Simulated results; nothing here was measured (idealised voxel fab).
process module | voxel capacitor over wiring
cross-section cut | 160 nm wide | cells 5 nm
A cross-section is a grid of square cells, given in bands from the top down. A band is one or more rows of cells.
Each band's line starts with the height of the band's top and of its bottom, in nm. Then come its materials from left to right, each with its width in nm. One material with "throughout" fills the band from edge to edge. "air" is empty space.
Height 0 is the level under which the wafer as received is all one material. The lowest band goes on downwards, as in "0 down".
A width such as "30 to 40" changes by the same amount from each row of cells to the next, from the band's top row to its bottom row.
"no change" after a step means that no cell of the cross-section changed.
closed voids: empty space of 8 cells or more with no open way to the top, each as width x height at its distance from the left edge, in nm
after a step's settings: what the simulator itself notes on the step
overlay nm, on a step with a mask: how far to the right of its planned place the mask lay; to the left if negative
plan
1 op RECEIVE | material Si
2 op CONFORMAL_DEP | material SiO2 | thk nm 15
3 op CONFORMAL_DEP | material SiCN | thk nm 5
4 op DIRECTIONAL_DEP | material lowk | thk nm 15
5 op PATTERN | tone open | mask id METAL_1 | material resist | width nm 30 | pitch nm 95 | thk nm 20 | overlay nm 0
6 op DIRECTIONAL_ETCH | etch materials lowk | depth nm 15
7 op DIRECTIONAL_ETCH | etch materials SiCN | depth nm 5
8 op STRIP | etch materials resist
9 op CONFORMAL_DEP | material TiN | thk nm 5
10 op FILL_DEP | material Ru | thk nm 10
11 op CMP | height nm 35
12 op CONFORMAL_DEP | material SiCN | thk nm 5
13 op DIRECTIONAL_DEP | material lowk | thk nm 10
14 op MASKED_ETCH | tone open | mask id PLUG_1 | width nm 15 | etch materials lowk | depth nm 10 | overlay nm 0
15 op MASKED_ETCH | tone open | mask id PLUG_1 | width nm 15 | etch materials SiCN | depth nm 5 | overlay nm 0
16 op EPI | material Ru | thk nm 10
17 op EPI | material Ru | thk nm 5
18 op DIRECTIONAL_DEP | material TiN | thk nm 5
19 op DIRECTIONAL_DEP | material Al2O3 | thk nm 5
20 op DIRECTIONAL_DEP | material TiN | thk nm 10
21 op MASKED_ETCH | tone cover | mask id UPPER_PLATE | width nm 70 | etch materials TiN | depth nm 10 | overlay nm 0
22 op MASKED_ETCH | tone cover | mask id UPPER_PLATE | width nm 70 | etch materials Al2O3 | depth nm 5 | overlay nm 0
23 op PATTERN | tone cover | mask id LOWER_PLATE | material resist | width nm 80 | thk nm 20 | overlay nm 0
24 op DIRECTIONAL_ETCH | etch materials TiN | depth nm 5
25 op STRIP | etch materials resist
26 op FILL_DEP | material SiO2 | thk nm 15
27 op CMP | height nm 80
28 op PATTERN | tone open | mask id PLUG_2 | material resist | width nm 15 | thk nm 15 | overlay nm 0
29 op DIRECTIONAL_ETCH | etch materials SiO2 | depth nm 10
30 op STRIP | etch materials resist
31 op CONFORMAL_DEP | material TiN | thk nm 5
32 op FILL_DEP | material Cu | thk nm 10
33 op CMP | height nm 80
34 op CONFORMAL_DEP | material SiN | thk nm 5
first wafer, as planned
as received, after step 1
  0 down: Si throughout
  closed voids: none
after step 2
  15 to 0: SiO2 throughout
  below 0: unchanged
after step 3
  20 to 15: SiCN throughout
  below 15: unchanged
after step 4
  35 to 20: lowk throughout
  below 20: unchanged
after step 5
  55 to 35: resist 15 | air 30 | resist 65 | air 30 | resist 20
  below 35: unchanged
after step 6
  55 to 35: resist 15 | air 30 | resist 65 | air 30 | resist 20
  35 to 20: lowk 15 | air 30 | lowk 65 | air 30 | lowk 20
  below 20: unchanged
after step 7
  55 to 35: resist 15 | air 30 | resist 65 | air 30 | resist 20
  35 to 20: lowk 15 | air 30 | lowk 65 | air 30 | lowk 20
  20 to 15: SiCN 15 | air 30 | SiCN 65 | air 30 | SiCN 20
  below 15: unchanged
after step 8
  35 to 20: lowk 15 | air 30 | lowk 65 | air 30 | lowk 20
  below 20: unchanged
after step 9
  40 to 35: TiN 20 | air 20 | TiN 75 | air 20 | TiN 25
  35 to 20: lowk 15 | TiN 5 | air 20 | TiN 5 | lowk 65 | TiN 5 | air 20 | TiN 5 | lowk 20
  20 to 15: SiCN 15 | TiN 30 | SiCN 65 | TiN 30 | SiCN 20
  below 15: unchanged
after step 10
  50 to 40: Ru throughout
  40 to 35: TiN 20 | Ru 20 | TiN 75 | Ru 20 | TiN 25
  35 to 20: lowk 15 | TiN 5 | Ru 20 | TiN 5 | lowk 65 | TiN 5 | Ru 20 | TiN 5 | lowk 20
  below 20: unchanged
after step 11
  35 to 20: lowk 15 | TiN 5 | Ru 20 | TiN 5 | lowk 65 | TiN 5 | Ru 20 | TiN 5 | lowk 20
  below 20: unchanged
after step 12
  40 to 35: SiCN throughout
  below 35: unchanged
after step 13
  50 to 40: lowk throughout
  below 40: unchanged
after step 14
  50 to 40: lowk 30 | air 15 | lowk 115
  below 40: unchanged
after step 15
  50 to 40: lowk 30 | air 15 | lowk 115
  40 to 35: SiCN 30 | air 15 | SiCN 115
  below 35: unchanged
after step 16
  50 to 45: lowk 30 | air 15 | lowk 115
  45 to 40: lowk 30 | Ru 15 | lowk 115
  40 to 35: SiCN 30 | Ru 15 | SiCN 115
  below 35: unchanged
after step 17
  50 to 40: lowk 30 | Ru 15 | lowk 115
  below 40: unchanged
after step 18
  55 to 50: TiN throughout
  below 50: unchanged
after step 19
  60 to 55: Al2O3 throughout
  below 55: unchanged
after step 20
  70 to 60: TiN throughout
  below 60: unchanged
after step 21
  70 to 60: air 30 | TiN 70 | air 60
  below 60: unchanged
after step 22
  70 to 60: air 30 | TiN 70 | air 60
  60 to 55: air 30 | Al2O3 70 | air 60
  below 55: unchanged
after step 23
  90 to 70: air 25 | resist 80 | air 55
  70 to 60: air 25 | resist 5 | TiN 70 | resist 5 | air 55
  60 to 55: air 25 | resist 5 | Al2O3 70 | resist 5 | air 55
  below 55: unchanged
after step 24
  90 to 70: air 25 | resist 80 | air 55
  70 to 60: air 25 | resist 5 | TiN 70 | resist 5 | air 55
  60 to 55: air 25 | resist 5 | Al2O3 70 | resist 5 | air 55
  55 to 50: air 25 | TiN 80 | air 55
  below 50: unchanged
after step 25
  70 to 60: air 30 | TiN 70 | air 60
  60 to 55: air 30 | Al2O3 70 | air 60
  below 55: unchanged
after step 26
  85 to 70: SiO2 throughout
  70 to 60: SiO2 30 | TiN 70 | SiO2 60
  60 to 55: SiO2 30 | Al2O3 70 | SiO2 60
  55 to 50: SiO2 25 | TiN 80 | SiO2 55
  below 50: unchanged
after step 27
  80 to 70: SiO2 throughout
  below 70: unchanged
after step 28
  95 to 80: resist 40 | air 15 | resist 105
  below 80: unchanged
after step 29
  95 to 80: resist 40 | air 15 | resist 105
  80 to 70: SiO2 40 | air 15 | SiO2 105
  below 70: unchanged
after step 30
  80 to 70: SiO2 40 | air 15 | SiO2 105
  below 70: unchanged
after step 31
  85 to 80: TiN 45 | air 5 | TiN 110
  80 to 75: SiO2 40 | TiN 5 | air 5 | TiN 5 | SiO2 105
  75 to 70: SiO2 40 | TiN 15 | SiO2 105
  below 70: unchanged
after step 32
  95 to 85: Cu throughout
  85 to 80: TiN 45 | Cu 5 | TiN 110
  80 to 75: SiO2 40 | TiN 5 | Cu 5 | TiN 5 | SiO2 105
  below 75: unchanged
after step 33
  80 to 75: SiO2 40 | TiN 5 | Cu 5 | TiN 5 | SiO2 105
  below 75: unchanged
after step 34
  85 to 80: SiN throughout
  below 80: unchanged
second wafer: like start, like plan, one mistake. Through step 2 it matches the first wafer
when step 3 should have ended
  20 to 15: Cu throughout
  below 15: unchanged
when step 4 should have ended
  35 to 20: lowk throughout
  below 20: unchanged
when step 5 should have ended
  55 to 35: resist 15 | air 30 | resist 65 | air 30 | resist 20
  below 35: unchanged
when step 6 should have ended
  55 to 35: resist 15 | air 30 | resist 65 | air 30 | resist 20
  35 to 20: lowk 15 | air 30 | lowk 65 | air 30 | lowk 20
  below 20: unchanged
when step 7 should have ended: no change
when step 8 should have ended
  35 to 20: lowk 15 | air 30 | lowk 65 | air 30 | lowk 20
  below 20: unchanged
when step 9 should have ended
  40 to 35: TiN 20 | air 20 | TiN 75 | air 20 | TiN 25
  35 to 25: lowk 15 | TiN 5 | air 20 | TiN 5 | lowk 65 | TiN 5 | air 20 | TiN 5 | lowk 20
  25 to 20: lowk 15 | TiN 30 | lowk 65 | TiN 30 | lowk 20
  below 20: unchanged
when step 10 should have ended
  50 to 40: Ru throughout
  40 to 35: TiN 20 | Ru 20 | TiN 75 | Ru 20 | TiN 25
  35 to 25: lowk 15 | TiN 5 | Ru 20 | TiN 5 | lowk 65 | TiN 5 | Ru 20 | TiN 5 | lowk 20
  below 25: unchanged
when step 11 should have ended
  35 to 25: lowk 15 | TiN 5 | Ru 20 | TiN 5 | lowk 65 | TiN 5 | Ru 20 | TiN 5 | lowk 20
  below 25: unchanged
when step 12 should have ended
  40 to 35: SiCN throughout
  below 35: unchanged
when step 13 should have ended
  50 to 40: lowk throughout
  below 40: unchanged
when step 14 should have ended
  50 to 40: lowk 30 | air 15 | lowk 115
  below 40: unchanged
when step 15 should have ended
  50 to 40: lowk 30 | air 15 | lowk 115
  40 to 35: SiCN 30 | air 15 | SiCN 115
  below 35: unchanged
when step 16 should have ended
  50 to 45: lowk 30 | air 15 | lowk 115
  45 to 40: lowk 30 | Ru 15 | lowk 115
  40 to 35: SiCN 30 | Ru 15 | SiCN 115
  below 35: unchanged
when step 17 should have ended
  50 to 40: lowk 30 | Ru 15 | lowk 115
  below 40: unchanged
when step 18 should have ended
  55 to 50: TiN throughout
  below 50: unchanged
when step 19 should have ended
  60 to 55: Al2O3 throughout
  below 55: unchanged
when step 20 should have ended
  70 to 60: TiN throughout
  below 60: unchanged
when step 21 should have ended
  70 to 60: air 30 | TiN 70 | air 60
  below 60: unchanged
when step 22 should have ended
  70 to 60: air 30 | TiN 70 | air 60
  60 to 55: air 30 | Al2O3 70 | air 60
  below 55: unchanged
when step 23 should have ended
  90 to 70: air 25 | resist 80 | air 55
  70 to 60: air 25 | resist 5 | TiN 70 | resist 5 | air 55
  60 to 55: air 25 | resist 5 | Al2O3 70 | resist 5 | air 55
  below 55: unchanged
when step 24 should have ended
  90 to 70: air 25 | resist 80 | air 55
  70 to 60: air 25 | resist 5 | TiN 70 | resist 5 | air 55
  60 to 55: air 25 | resist 5 | Al2O3 70 | resist 5 | air 55
  55 to 50: air 25 | TiN 80 | air 55
  below 50: unchanged
when step 25 should have ended
  70 to 60: air 30 | TiN 70 | air 60
  60 to 55: air 30 | Al2O3 70 | air 60
  below 55: unchanged
when step 26 should have ended
  85 to 70: SiO2 throughout
  70 to 60: SiO2 30 | TiN 70 | SiO2 60
  60 to 55: SiO2 30 | Al2O3 70 | SiO2 60
  55 to 50: SiO2 25 | TiN 80 | SiO2 55
  below 50: unchanged
when step 27 should have ended
  80 to 70: SiO2 throughout
  below 70: unchanged
when step 28 should have ended
  95 to 80: resist 40 | air 15 | resist 105
  below 80: unchanged
when step 29 should have ended
  95 to 80: resist 40 | air 15 | resist 105
  80 to 70: SiO2 40 | air 15 | SiO2 105
  below 70: unchanged
when step 30 should have ended
  80 to 70: SiO2 40 | air 15 | SiO2 105
  below 70: unchanged
when step 31 should have ended
  85 to 80: TiN 45 | air 5 | TiN 110
  80 to 75: SiO2 40 | TiN 5 | air 5 | TiN 5 | SiO2 105
  75 to 70: SiO2 40 | TiN 15 | SiO2 105
  below 70: unchanged
when step 32 should have ended
  95 to 85: Cu throughout
  85 to 80: TiN 45 | Cu 5 | TiN 110
  80 to 75: SiO2 40 | TiN 5 | Cu 5 | TiN 5 | SiO2 105
  below 75: unchanged
when step 33 should have ended
  80 to 75: SiO2 40 | TiN 5 | Cu 5 | TiN 5 | SiO2 105
  below 75: unchanged
when step 34 should have ended
  85 to 80: SiN throughout
  below 80: unchanged
what went wrong: step 3 ran as: op CONFORMAL_DEP | material Cu | thk nm 5
at the end the second wafer has, in cells: 32 more of Cu | 8 fewer of Ru | 20 fewer of SiCN | 4 fewer of TiN
